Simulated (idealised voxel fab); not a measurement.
Process module name: voxel self aligned vias
Pictured: cross-section cut, 280 nm wide, on a grid of 5 nm square cells.
Cross-sections here: square-cell grids, written as top-down lists of bands, a band being one or more rows of cells.
For a band, the entry starts with two heights in nm, that of the top and then that of the bottom, and carries on with the band's materials in order from left to right, each alongside its width in nm; the word "all across" beside a single material means it fills the band edge to edge, and "blank" means empty space.
It should be noted that heights are counted from 0, beneath which the wafer as supplied is of one material throughout, and that the lowest band possesses no lower boundary but continues downward, as written in "0 down".
The expression "30->40" gives the width at the extremes of the band, the first number at its top row of cells and the second at its bottom row, with the width changing by equal amounts from each row to the next in between.
What does "nothing got changed" mean for a step? It means no cell of the cross-section changed in that step.
For the entry "Closed cavities", the listed items are empty spaces with no open way to the top whose size is 8 cells or more; each item follows the pattern width x height at distance, where distance is from the left edge and all three are in nm.
It should be noted that, on the line of a given step, the content following the step's settings is a remark produced by the simulator itself with respect to that step.
overlay nm: right-of-plan distance of the mask on a masked step; negative values mean left-of-plan.

Steps planned for the process
| 1 | RECEIVE: material Si |
| 2 | CONFORMAL_DEP: material SiO2, thk nm 10 |
| 3 | CONFORMAL_DEP: material SiCN, thk nm 5 |
| 4 | DIRECTIONAL_DEP: material SiO2, thk nm 25 |
| 5 | PATTERN: tone open, mask id LINES, material resist, width nm 25, pitch nm 60, thk nm 20, overlay nm 0 |
| 6 | DIRECTIONAL_ETCH: etch materials SiO2, depth nm 25 |
| 7 | STRIP: etch materials resist |
| 8 | CONFORMAL_DEP: material TiN, thk nm 5 |
| 9 | FILL_DEP: material Ru, thk nm 10 |
| 10 | CMP: height nm 40 |
| 11 | SELECTIVE_ETCH: etch materials W Ru TiN, depth nm 10 |
| 12 | FILL_DEP: material SiN, thk nm 5 |
| 13 | CMP: height nm 40 |
| 14 | DIRECTIONAL_DEP: material SiO2, thk nm 20 |
| 15 | MASKED_ETCH: tone open, mask id VIAS, width nm 35, pitch nm 60, etch materials SiO2, depth nm 20, overlay nm 0 |
| 16 | MASKED_ETCH: tone open, mask id VIAS, width nm 35, pitch nm 60, etch materials SiN, depth nm 10, overlay nm 0 |
| 17 | CONFORMAL_DEP: material TiN, thk nm 5 |
| 18 | FILL_DEP: material Ru, thk nm 5 |
| 19 | CMP: height nm 60 |
| 20 | CONFORMAL_DEP: material SiCN, thk nm 5 |

Cross-section of the incoming wafer, state after step 1
> 0 down: Si all across
> Closed cavities: none

Cross-section, first of two wafers, end of module, run as planned
> 65 to 60: SiCN all across
> 60 to 45: 90 nm SiO2 | 5 nm TiN | 25 nm Ru | 5 nm TiN | 25 nm SiO2 | 5 nm TiN | 25 nm Ru | 5 nm TiN | 95 nm SiO2
> 45 to 35: 90->95 nm SiO2 | 10->5 nm TiN | 15 nm Ru | 10->5 nm TiN | 25->35 nm SiO2 | 10->5 nm TiN | 15 nm Ru | 10->5 nm TiN | 95->100 nm SiO2
> 35 to 30: 95 nm SiO2 | 25 nm TiN | 35 nm SiO2 | 25 nm TiN | 100 nm SiO2
> 30 to 20: 95 nm SiO2 | 5 nm TiN | 15 nm Ru | 5 nm TiN | 35 nm SiO2 | 5 nm TiN | 15 nm Ru | 5 nm TiN | 100 nm SiO2
> 20 to 15: 95 nm SiO2 | 25 nm TiN | 35 nm SiO2 | 25 nm TiN | 100 nm SiO2
> 15 to 10: SiCN all across
> 10 to 0: SiO2 all across
> 0 down: Si all across
> Closed cavities: none

Wafer two, end of module, cross-section. Same start, same plan as wafer one. One mistake in the run
> 65 to 60: SiCN all across
> 60 to 45: 90 nm SiO2 | 5 nm TiN | 25 nm Ru | 5 nm TiN | 25 nm SiO2 | 5 nm TiN | 25 nm Ru | 5 nm TiN | 95 nm SiO2
> 45 to 35: 90->95 nm SiO2 | 10->5 nm TiN | 15 nm Ru | 10->5 nm TiN | 25->35 nm SiO2 | 10->5 nm TiN | 15 nm Ru | 10->5 nm TiN | 95->100 nm SiO2
> 35 to 30: 95 nm SiO2 | 25 nm TiN | 35 nm SiO2 | 25 nm TiN | 100 nm SiO2
> 30 to 25: 95 nm SiO2 | 5 nm TiN | 15 nm Ru | 5 nm TiN | 35 nm SiO2 | 5 nm TiN | 15 nm Ru | 5 nm TiN | 100 nm SiO2
> 25 to 20: 95 nm SiO2 | 25 nm TiN | 35 nm SiO2 | 25 nm TiN | 100 nm SiO2
> 20 to 15: SiCN all across
> 15 to 0: SiO2 all across
> 0 down: Si all across
> Closed cavities: none
Misprocessing identified: contrary to plan, step 2 was performed as CONFORMAL_DEP: material SiO2, thk nm 15
Per the end-of-run cell counts, the second wafer holds more or fewer of some materials than the first: 6 fewer of Ru; 10 more of SiO2; 4 fewer of TiN
